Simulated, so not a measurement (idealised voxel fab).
process module | voxel tone inversion
The cross-section shown here is cut; it is 220 nm wide and divided into square cells measuring 5 nm on a side.
Bands, listed from the top down, are how a cross-section gets written in this document; the cross-section itself is a grid of square cells, and a band is one or more rows of them.
Heads up on the band format: heights come first, top then bottom, in nm. After that it's the materials left to right, each with its width in nm. A single material flagged "edge to edge" fills the whole band edge to edge, and "air" means there's empty space there.
Heads up on the height convention: 0 is the point under which the incoming wafer is all one material, and the lowest band has no bottom, it just keeps going down, like "from 0 down".
The expression "30->40" gives the width at the extremes of the band, the first number at its top row of cells and the second at its bottom row, with the width changing by equal amounts from each row to the next in between.
Any step labelled "no modification" changed none of the cells in the cross-section.
"Unvented voids" specifies each empty space that is not open to the top and that occupies no fewer than 8 cells, using the form width x height at distance, the distance measured from the left edge and all three quantities in nm.
Whatever follows a step's settings on its line is a remark the simulator itself makes about that step.
overlay nm: step with mask; distance mask lay right of planned place; negative value = left of planned place.
PLANNED PROCESS STEPS
1. RECEIVE | material Si
2. CONFORMAL_DEP | material SiCN | thk nm 10
3. DIRECTIONAL_DEP | material polySi | thk nm 15
4. PATTERN | tone cover | mask id POSTS | material resist | width nm 20 | pitch nm 50 | thk nm 20 | overlay nm 0
5. DIRECTIONAL_ETCH | etch materials polySi | depth nm 15
6. STRIP | etch materials resist
7. FILL_DEP | material SiO2 | thk nm 10
8. CMP | height nm 25
9. STRIP | etch materials polySi
10. CONFORMAL_DEP | material TiN | thk nm 5
11. FILL_DEP | material Ru | thk nm 5
12. CMP | height nm 25
13. CONFORMAL_DEP | material SiN | thk nm 5
AS-RECEIVED STATE OF THE WAFER IN CROSS-SECTION, EQUIVALENT TO POST-STEP 1
    from 0 down = Si edge to edge
    Unvented voids: none
END-OF-MODULE CROSS-SECTION. STARTING STRUCTURE AND PROCESS PLAN AS ABOVE; ONE MISTAKE MADE IN RUNNING IT
    from 30 to 25 = SiN edge to edge
    from 25 to 15 = Ru 50 nm  TiN 5 nm  Ru 10 nm  TiN 5 nm  Ru 30 nm  TiN 5 nm  Ru 10 nm  TiN 5 nm  Ru 30 nm  TiN 5 nm  Ru 10 nm  TiN 5 nm  Ru 50 nm
    from 15 to 10 = Ru 50 nm  TiN 20 nm  Ru 30 nm  TiN 20 nm  Ru 30 nm  TiN 20 nm  Ru 50 nm
    from 10 to 0 = SiCN edge to edge
    from 0 down = Si edge to edge
    Unvented voids: none
Finding, execution versus plan: step 7: run off-plan, actual operation and settings FILL_DEP | material Ru | thk nm 10
